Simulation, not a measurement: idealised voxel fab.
The document below concerns the process module designated voxel wiring stack.
This is section cut - it's 195 nm across, gridded in 5 nm square cells.
Cross-section = grid of square cells, listed top down in bands; band = one or more rows. Band: top and bottom heights (nm) first, top before bottom; then materials from left to right, widths in nm. "edge to edge" marks a sole material filling the band edge to edge. "empty" denotes empty space. Measure heights from 0. That's the level where, below it, the as-received wafer is all one material. The lowest band is bottomless and extends downward; write it as in "from 0 down". The notation "30 to 40" denotes a width that varies across the rows of cells in the band, beginning at the first number in the top row, finishing at the second number in the bottom row, and changing by an identical amount from each row to the next. Basically "remained the same" means that step didn't change any cell in the cross-section. In the "Voids lacking openings" entry, you get each enclosed empty space of 8 cells or more, one with no open way to the top, written width x height at distance, distance from the left edge, in nm. Note: text after step settings on the step line = simulator remark on that step. overlay nm: mask offset rightward from planned place, masked step; negative means leftward offset.
HERE'S WHAT THE PLANNED PROCESS STEPS LOOK LIKE
1) op RECEIVE | material Si
2) op CONFORMAL_DEP | material SiO2 | thk nm 15
3) op CONFORMAL_DEP | material SiCN | thk nm 5
4) op DIRECTIONAL_DEP | material SiO2 | thk nm 20
5) op MASKED_ETCH | tone open | mask id METAL_1 | width nm 30 | pitch nm 45 | etch materials SiO2 | depth nm 20 | overlay nm 0
6) op MASKED_ETCH | tone open | mask id METAL_1 | width nm 30 | pitch nm 45 | etch materials SiCN | depth nm 5 | overlay nm 0
7) op CONFORMAL_DEP | material TiN | thk nm 5
8) op FILL_DEP | material W | thk nm 10
9) op CMP | height nm 40
10) op CONFORMAL_DEP | material SiCN | thk nm 5
11) op DIRECTIONAL_DEP | material SiO2 | thk nm 15
12) op MASKED_ETCH | tone open | mask id PLUG_1 | width nm 15 | pitch nm 45 | etch materials SiO2 | depth nm 15 | overlay nm 0
13) op MASKED_ETCH | tone open | mask id PLUG_1 | width nm 15 | pitch nm 45 | etch materials SiCN | depth nm 5 | overlay nm 0
14) op CONFORMAL_DEP | material TiN | thk nm 5
15) op FILL_DEP | material Cu | thk nm 10
16) op CMP | height nm 60
17) op CONFORMAL_DEP | material SiCN | thk nm 5
18) op DIRECTIONAL_DEP | material lowk | thk nm 25
19) op DIRECTIONAL_DEP | material aC | thk nm 10
20) op PATTERN | tone open | mask id METAL_2 | material resist | width nm 30 | pitch nm 45 | thk nm 30 | overlay nm 0
21) op DIRECTIONAL_ETCH | etch materials aC | depth nm 10
22) op STRIP | etch materials resist
23) op DIRECTIONAL_ETCH | etch materials lowk | depth nm 25
24) op DIRECTIONAL_ETCH | etch materials SiCN | depth nm 5
25) op STRIP | etch materials aC
26) op CONFORMAL_DEP | material TiN | thk nm 5
27) op FILL_DEP | material Ru | thk nm 10
28) op CMP | height nm 90
29) op CONFORMAL_DEP | material SiCN | thk nm 5
FIRST WAFER OF TWO (RUN AS PLANNED)
AS RECEIVED, AFTER STEP 1
    from 0 down: Si edge to edge
    Voids lacking openings: none
WAFER XSEC, POST STEP 2
    from 15 to 0: SiO2 edge to edge
    At heights below 0, the structure remains unaltered.
WAFER XSEC, POST STEP 3
    from 20 to 15: SiCN edge to edge
    At heights below 15, the structure remains unaltered.
WAFER XSEC, POST STEP 4
    from 40 to 20: SiO2 edge to edge
    At heights below 20, the structure remains unaltered.
WAFER XSEC, POST STEP 5
    from 40 to 20: 60 nm SiO2 / 30 nm empty / 15 nm SiO2 / 30 nm empty / 60 nm SiO2
    At heights below 20, the structure remains unaltered.
WAFER XSEC, POST STEP 6
    from 40 to 20: 60 nm SiO2 / 30 nm empty / 15 nm SiO2 / 30 nm empty / 60 nm SiO2
    from 20 to 15: 60 nm SiCN / 30 nm empty / 15 nm SiCN / 30 nm empty / 60 nm SiCN
    At heights below 15, the structure remains unaltered.
WAFER XSEC, POST STEP 7
    from 45 to 40: 65 nm TiN / 20 nm empty / 25 nm TiN / 20 nm empty / 65 nm TiN
    from 40 to 20: 60 nm SiO2 / 5 nm TiN / 20 nm empty / 5 nm TiN / 15 nm SiO2 / 5 nm TiN / 20 nm empty / 5 nm TiN / 60 nm SiO2
    from 20 to 15: 60 nm SiCN / 30 nm TiN / 15 nm SiCN / 30 nm TiN / 60 nm SiCN
    At heights below 15, the structure remains unaltered.
WAFER XSEC, POST STEP 8
    from 55 to 45: W edge to edge
    from 45 to 40: 65 nm TiN / 20 nm W / 25 nm TiN / 20 nm W / 65 nm TiN
    from 40 to 20: 60 nm SiO2 / 5 nm TiN / 20 nm W / 5 nm TiN / 15 nm SiO2 / 5 nm TiN / 20 nm W / 5 nm TiN / 60 nm SiO2
    At heights below 20, the structure remains unaltered.
WAFER XSEC, POST STEP 9
    from 40 to 20: 60 nm SiO2 / 5 nm TiN / 20 nm W / 5 nm TiN / 15 nm SiO2 / 5 nm TiN / 20 nm W / 5 nm TiN / 60 nm SiO2
    At heights below 20, the structure remains unaltered.
WAFER XSEC, POST STEP 10
    from 45 to 40: SiCN edge to edge
    At heights below 40, the structure remains unaltered.
WAFER XSEC, POST STEP 11
    from 60 to 45: SiO2 edge to edge
    At heights below 45, the structure remains unaltered.
WAFER XSEC, POST STEP 12
    from 60 to 45: 60 nm SiO2 / 15 nm empty / 30 nm SiO2 / 15 nm empty / 75 nm SiO2
    At heights below 45, the structure remains unaltered.
WAFER XSEC, POST STEP 13
    from 60 to 45: 60 nm SiO2 / 15 nm empty / 30 nm SiO2 / 15 nm empty / 75 nm SiO2
    from 45 to 40: 60 nm SiCN / 15 nm empty / 30 nm SiCN / 15 nm empty / 75 nm SiCN
    At heights below 40, the structure remains unaltered.
WAFER XSEC, POST STEP 14
    from 65 to 60: 65 nm TiN / 5 nm empty / 40 nm TiN / 5 nm empty / 80 nm TiN
    from 60 to 45: 60 nm SiO2 / 5 nm TiN / 5 nm empty / 5 nm TiN / 30 nm SiO2 / 5 nm TiN / 5 nm empty / 5 nm TiN / 75 nm SiO2
    from 45 to 40: 60 nm SiCN / 15 nm TiN / 30 nm SiCN / 15 nm TiN / 75 nm SiCN
    At heights below 40, the structure remains unaltered.
WAFER XSEC, POST STEP 15
    from 75 to 65: Cu edge to edge
    from 65 to 60: 65 nm TiN / 5 nm Cu / 40 nm TiN / 5 nm Cu / 80 nm TiN
    from 60 to 45: 60 nm SiO2 / 5 nm TiN / 5 nm Cu / 5 nm TiN / 30 nm SiO2 / 5 nm TiN / 5 nm Cu / 5 nm TiN / 75 nm SiO2
    At heights below 45, the structure remains unaltered.
WAFER XSEC, POST STEP 16
    from 60 to 45: 60 nm SiO2 / 5 nm TiN / 5 nm Cu / 5 nm TiN / 30 nm SiO2 / 5 nm TiN / 5 nm Cu / 5 nm TiN / 75 nm SiO2
    At heights below 45, the structure remains unaltered.
WAFER XSEC, POST STEP 17
    from 65 to 60: SiCN edge to edge
    At heights below 60, the structure remains unaltered.
WAFER XSEC, POST STEP 18
    from 90 to 65: lowk edge to edge
    At heights below 65, the structure remains unaltered.
WAFER XSEC, POST STEP 19
    from 100 to 90: aC edge to edge
    At heights below 90, the structure remains unaltered.
WAFER XSEC, POST STEP 20
    from 130 to 100: 60 nm resist / 30 nm empty / 15 nm resist / 30 nm empty / 60 nm resist
    At heights below 100, the structure remains unaltered.
WAFER XSEC, POST STEP 21
    from 120 to 100: 60 nm resist / 30 nm empty / 15 nm resist / 30 nm empty / 60 nm resist
    from 100 to 90: 60 nm aC / 30 nm empty / 15 nm aC / 30 nm empty / 60 nm aC
    At heights below 90, the structure remains unaltered.
WAFER XSEC, POST STEP 22
    from 100 to 90: 60 nm aC / 30 nm empty / 15 nm aC / 30 nm empty / 60 nm aC
    At heights below 90, the structure remains unaltered.
WAFER XSEC, POST STEP 23
    from 100 to 90: 60 nm aC / 30 nm empty / 15 nm aC / 30 nm empty / 60 nm aC
    from 90 to 65: 60 nm lowk / 30 nm empty / 15 nm lowk / 30 nm empty / 60 nm lowk
    At heights below 65, the structure remains unaltered.
WAFER XSEC, POST STEP 24
    from 100 to 90: 60 nm aC / 30 nm empty / 15 nm aC / 30 nm empty / 60 nm aC
    from 90 to 65: 60 nm lowk / 30 nm empty / 15 nm lowk / 30 nm empty / 60 nm lowk
    from 65 to 60: 60 nm SiCN / 30 nm empty / 15 nm SiCN / 30 nm empty / 60 nm SiCN
    At heights below 60, the structure remains unaltered.
WAFER XSEC, POST STEP 25
    from 90 to 65: 60 nm lowk / 30 nm empty / 15 nm lowk / 30 nm empty / 60 nm lowk
    At heights below 65, the structure remains unaltered.
WAFER XSEC, POST STEP 26
    from 95 to 90: 65 nm TiN / 20 nm empty / 25 nm TiN / 20 nm empty / 65 nm TiN
    from 90 to 65: 60 nm lowk / 5 nm TiN / 20 nm empty / 5 nm TiN / 15 nm lowk / 5 nm TiN / 20 nm empty / 5 nm TiN / 60 nm lowk
    from 65 to 60: 60 nm SiCN / 30 nm TiN / 15 nm SiCN / 30 nm TiN / 60 nm SiCN
    At heights below 60, the structure remains unaltered.
WAFER XSEC, POST STEP 27
    from 105 to 95: Ru edge to edge
    from 95 to 90: 65 nm TiN / 20 nm Ru / 25 nm TiN / 20 nm Ru / 65 nm TiN
    from 90 to 65: 60 nm lowk / 5 nm TiN / 20 nm Ru / 5 nm TiN / 15 nm lowk / 5 nm TiN / 20 nm Ru / 5 nm TiN / 60 nm lowk
    At heights below 65, the structure remains unaltered.
WAFER XSEC, POST STEP 28
    from 90 to 65: 60 nm lowk / 5 nm TiN / 20 nm Ru / 5 nm TiN / 15 nm lowk / 5 nm TiN / 20 nm Ru / 5 nm TiN / 60 nm lowk
    At heights below 65, the structure remains unaltered.
WAFER XSEC, POST STEP 29
    from 95 to 90: SiCN edge to edge
    At heights below 90, the structure remains unaltered.
THE SECOND WAFER: COMMON ORIGIN AND PLAN, ONE MISTAKE IN EXECUTION, IDENTICAL TO THE FIRST THROUGH STEP 15
SECOND WAFER PROFILE IN SECTION, AT THE MOMENT STEP 16 OF THE PLAN WAS MEANT TO BE COMPLETE
    from 65 to 60: 65 nm TiN / 5 nm Cu / 40 nm TiN / 5 nm Cu / 80 nm TiN
    At heights below 60, the structure remains unaltered.
SECOND WAFER PROFILE IN SECTION, AT THE MOMENT STEP 17 OF THE PLAN WAS MEANT TO BE COMPLETE
    from 70 to 65: SiCN edge to edge
    At heights below 65, the structure remains unaltered.
SECOND WAFER PROFILE IN SECTION, AT THE MOMENT STEP 18 OF THE PLAN WAS MEANT TO BE COMPLETE
    from 95 to 70: lowk edge to edge
    At heights below 70, the structure remains unaltered.
SECOND WAFER PROFILE IN SECTION, AT THE MOMENT STEP 19 OF THE PLAN WAS MEANT TO BE COMPLETE
    from 105 to 95: aC edge to edge
    At heights below 95, the structure remains unaltered.
SECOND WAFER PROFILE IN SECTION, AT THE MOMENT STEP 20 OF THE PLAN WAS MEANT TO BE COMPLETE
    from 135 to 105: 60 nm resist / 30 nm empty / 15 nm resist / 30 nm empty / 60 nm resist
    At heights below 105, the structure remains unaltered.
SECOND WAFER PROFILE IN SECTION, AT THE MOMENT STEP 21 OF THE PLAN WAS MEANT TO BE COMPLETE
    from 125 to 105: 60 nm resist / 30 nm empty / 15 nm resist / 30 nm empty / 60 nm resist
    from 105 to 95: 60 nm aC / 30 nm empty / 15 nm aC / 30 nm empty / 60 nm aC
    At heights below 95, the structure remains unaltered.
SECOND WAFER PROFILE IN SECTION, AT THE MOMENT STEP 22 OF THE PLAN WAS MEANT TO BE COMPLETE
    from 105 to 95: 60 nm aC / 30 nm empty / 15 nm aC / 30 nm empty / 60 nm aC
    At heights below 95, the structure remains unaltered.
SECOND WAFER PROFILE IN SECTION, AT THE MOMENT STEP 23 OF THE PLAN WAS MEANT TO BE COMPLETE
    from 105 to 95: 60 nm aC / 30 nm empty / 15 nm aC / 30 nm empty / 60 nm aC
    from 95 to 70: 60 nm lowk / 30 nm empty / 15 nm lowk / 30 nm empty / 60 nm lowk
    At heights below 70, the structure remains unaltered.
SECOND WAFER PROFILE IN SECTION, AT THE MOMENT STEP 24 OF THE PLAN WAS MEANT TO BE COMPLETE
    from 105 to 95: 60 nm aC / 30 nm empty / 15 nm aC / 30 nm empty / 60 nm aC
    from 95 to 70: 60 nm lowk / 30 nm empty / 15 nm lowk / 30 nm empty / 60 nm lowk
    from 70 to 65: 60 nm SiCN / 30 nm empty / 15 nm SiCN / 30 nm empty / 60 nm SiCN
    At heights below 65, the structure remains unaltered.
SECOND WAFER PROFILE IN SECTION, AT THE MOMENT STEP 25 OF THE PLAN WAS MEANT TO BE COMPLETE
    from 95 to 70: 60 nm lowk / 30 nm empty / 15 nm lowk / 30 nm empty / 60 nm lowk
    At heights below 70, the structure remains unaltered.
SECOND WAFER PROFILE IN SECTION, AT THE MOMENT STEP 26 OF THE PLAN WAS MEANT TO BE COMPLETE
    from 100 to 95: 65 nm TiN / 20 nm empty / 25 nm TiN / 20 nm empty / 65 nm TiN
    from 95 to 70: 60 nm lowk / 5 nm TiN / 20 nm empty / 5 nm TiN / 15 nm lowk / 5 nm TiN / 20 nm empty / 5 nm TiN / 60 nm lowk
    from 70 to 65: 60 nm SiCN / 30 nm TiN / 15 nm SiCN / 30 nm TiN / 60 nm SiCN
    At heights below 65, the structure remains unaltered.
SECOND WAFER PROFILE IN SECTION, AT THE MOMENT STEP 27 OF THE PLAN WAS MEANT TO BE COMPLETE
    from 110 to 100: Ru edge to edge
    from 100 to 95: 65 nm TiN / 20 nm Ru / 25 nm TiN / 20 nm Ru / 65 nm TiN
    from 95 to 70: 60 nm lowk / 5 nm TiN / 20 nm Ru / 5 nm TiN / 15 nm lowk / 5 nm TiN / 20 nm Ru / 5 nm TiN / 60 nm lowk
    At heights below 70, the structure remains unaltered.
SECOND WAFER PROFILE IN SECTION, AT THE MOMENT STEP 28 OF THE PLAN WAS MEANT TO BE COMPLETE
    from 90 to 70: 60 nm lowk / 5 nm TiN / 20 nm Ru / 5 nm TiN / 15 nm lowk / 5 nm TiN / 20 nm Ru / 5 nm TiN / 60 nm lowk
    At heights below 70, the structure remains unaltered.
SECOND WAFER PROFILE IN SECTION, AT THE MOMENT STEP 29 OF THE PLAN WAS MEANT TO BE COMPLETE
    from 95 to 90: SiCN edge to edge
    At heights below 90, the structure remains unaltered.
Run error: step 16 off recipe, ran as op CMP | height nm 65
Materials where the second wafer ends with more or fewer cells than the first: +2 Cu | -8 Ru | +33 TiN | -27 lowk
